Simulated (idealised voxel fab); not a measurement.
process module | voxel double patterning
cross-section cut | 170 nm wide | cells 5 nm
A cross-section is a grid of square cells, given in bands from the top down. A band is one or more rows of cells.
Each band's line starts with the height of the band's top and of its bottom, in nm. Then come its materials from left to right, each with its width in nm. One material with "throughout" fills the band from edge to edge. "air" is empty space.
Height 0 is the level under which the wafer as received is all one material. The lowest band goes on downwards, as in "0 down".
A width such as "30 to 40" changes by the same amount from each row of cells to the next, from the band's top row to its bottom row.
"no change" after a step means that no cell of the cross-section changed.
closed voids: empty space of 8 cells or more with no open way to the top, each as width x height at its distance from the left edge, in nm
after a step's settings: what the simulator itself notes on the step
overlay nm, on a step with a mask: how far to the right of its planned place the mask lay; to the left if negative
plan
1 op RECEIVE | material Si
2 op CONFORMAL_DEP | material SiN | thk nm 10
3 op DIRECTIONAL_DEP | material SiO2 | thk nm 15
4 op DIRECTIONAL_DEP | material SiCN | thk nm 5
5 op PATTERN | tone open | mask id FIRST | material resist | width nm 15 | pitch nm 50 | thk nm 15 | overlay nm 0
6 op DIRECTIONAL_ETCH | etch materials SiCN | depth nm 5
7 op STRIP | etch materials resist
8 op DIRECTIONAL_DEP | material aC | thk nm 10
9 op PATTERN | tone open | mask id SECOND | material resist | width nm 15 | thk nm 30 | overlay nm 0
10 op DIRECTIONAL_ETCH | etch materials aC | depth nm 10
11 op STRIP | etch materials resist
12 op DIRECTIONAL_ETCH | etch materials SiCN | depth nm 5
13 op STRIP | etch materials aC
14 op DIRECTIONAL_ETCH | etch materials SiO2 | depth nm 15
15 op STRIP | etch materials SiCN
as received, after step 1
  0 down: Si throughout
  closed voids: none
first wafer at the end, as planned
  25 to 10: SiO2 50 | air 15 | SiO2 10 | air 15 | SiO2 10 | air 15 | SiO2 55
  10 to 0: SiN throughout
  0 down: Si throughout
  closed voids: none
second wafer at the end: like start, like plan, one mistake
  25 to 10: air 50 | SiO2 15 | air 35 | SiO2 15 | air 55
  10 to 0: SiN throughout
  0 down: Si throughout
  closed voids: none
what went wrong: step 5 ran as: op PATTERN | tone cover | mask id FIRST | material resist | width nm 15 | pitch nm 50 | thk nm 15 | overlay nm 0
at the end the second wafer has, in cells: 57 fewer of SiO2
